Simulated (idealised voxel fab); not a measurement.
Process module name: voxel capacitor over wiring
Shown is cross-section cut, with a width of 165 nm and square cells of size 5 nm.
Cross-section = grid of square cells, listed top down in bands; band = one or more rows.
Within each band entry, the heights of the top and of the bottom of the band appear first, in that order and in nm; the materials of the band then follow from left to right, each with its corresponding width in nm. The designation "full width" on a single material indicates that it fills the band from edge to edge; the designation "empty" indicates empty space.
All heights in this document are referenced to 0, defined as the level beneath which the wafer, as received, consists entirely of one material. The lowest band is not bounded below; it extends indefinitely downward and is written in the form "from 0 down".
A width such as "30->40" changes by the same amount from each row of cells to the next, from the band's top row to its bottom row.
Reading "nothing was modified" for a step: not a cell of the cross-section changed in it.
"Enclosed void listing" - sealed voids, min. 8 cells, no opening to top; format: width x height at distance (distance from left edge; nm throughout).
What comes after the settings on a step's line is commentary from the simulator itself on that step.
A step line may carry the setting "overlay nm", which, for steps involving a mask, states the distance by which the mask lay to the right of its intended position; negative values denote displacement to the left.
# Here's what the planned process steps look like
step 1: RECEIVE | material Si
step 2: CONFORMAL_DEP | material SiO2 | thk nm 10
step 3: DIRECTIONAL_DEP | material TiN | thk nm 5
step 4: DIRECTIONAL_DEP | material W | thk nm 15
step 5: PATTERN | tone cover | mask id METAL_1 | material resist | width nm 30 | pitch nm 85 | thk nm 15 | overlay nm 0
step 6: DIRECTIONAL_ETCH | etch materials W | depth nm 15
step 7: DIRECTIONAL_ETCH | etch materials TiN | depth nm 5
step 8: STRIP | etch materials resist
step 9: FILL_DEP | material SiO2 | thk nm 5
step 10: CMP | height nm 25
step 11: CONFORMAL_DEP | material SiCN | thk nm 5
step 12: DIRECTIONAL_DEP | material SiO2 | thk nm 10
step 13: MASKED_ETCH | tone open | mask id PLUG_1 | width nm 15 | etch materials SiO2 | depth nm 10 | overlay nm 0
step 14: MASKED_ETCH | tone open | mask id PLUG_1 | width nm 15 | etch materials SiCN | depth nm 5 | overlay nm 0
step 15: EPI | material Ru | thk nm 10
step 16: EPI | material Ru | thk nm 5
step 17: DIRECTIONAL_DEP | material TiN | thk nm 5
step 18: DIRECTIONAL_DEP | material SiN | thk nm 5
step 19: DIRECTIONAL_DEP | material TiN | thk nm 5
step 20: MASKED_ETCH | tone cover | mask id UPPER_PLATE | width nm 60 | etch materials TiN | depth nm 5 | overlay nm 0
step 21: MASKED_ETCH | tone cover | mask id UPPER_PLATE | width nm 60 | etch materials SiN | depth nm 5 | overlay nm 0
step 22: MASKED_ETCH | tone cover | mask id LOWER_PLATE | width nm 70 | etch materials TiN | depth nm 5 | overlay nm 0
step 23: FILL_DEP | material SiO2 | thk nm 20
step 24: CMP | height nm 75
step 25: PATTERN | tone open | mask id PLUG_2 | material resist | width nm 15 | thk nm 20 | overlay nm 0
step 26: DIRECTIONAL_ETCH | etch materials SiO2 | depth nm 15
step 27: STRIP | etch materials resist
step 28: CONFORMAL_DEP | material TiN | thk nm 5
step 29: FILL_DEP | material W | thk nm 5
step 30: CMP | height nm 75
step 31: CONFORMAL_DEP | material SiN | thk nm 5
Wafers differ in height nm at step 10; plan lists the first wafer's value; identical starting state.
# Cross-section of the first of several received wafers, showing its state after step 1
from 0 down  Si full width
Enclosed void listing: none
# Where each wafer stands at the end of the module, a row apiece: cells of each material gained (+) or lost (-) since it was received, then closed voids
height nm 25 | +9 Ru | +30 SiCN | +45 SiN | +373 SiO2 | +45 TiN | +26 W | Enclosed void listing: none
height nm 30 | +9 Ru | +30 SiCN | +45 SiN | +361 SiO2 | +45 TiN | +38 W | Enclosed void listing: none
height nm 35 | +30 SiCN | +45 SiN | +372 SiO2 | +44 TiN | +37 W | Enclosed void listing: none
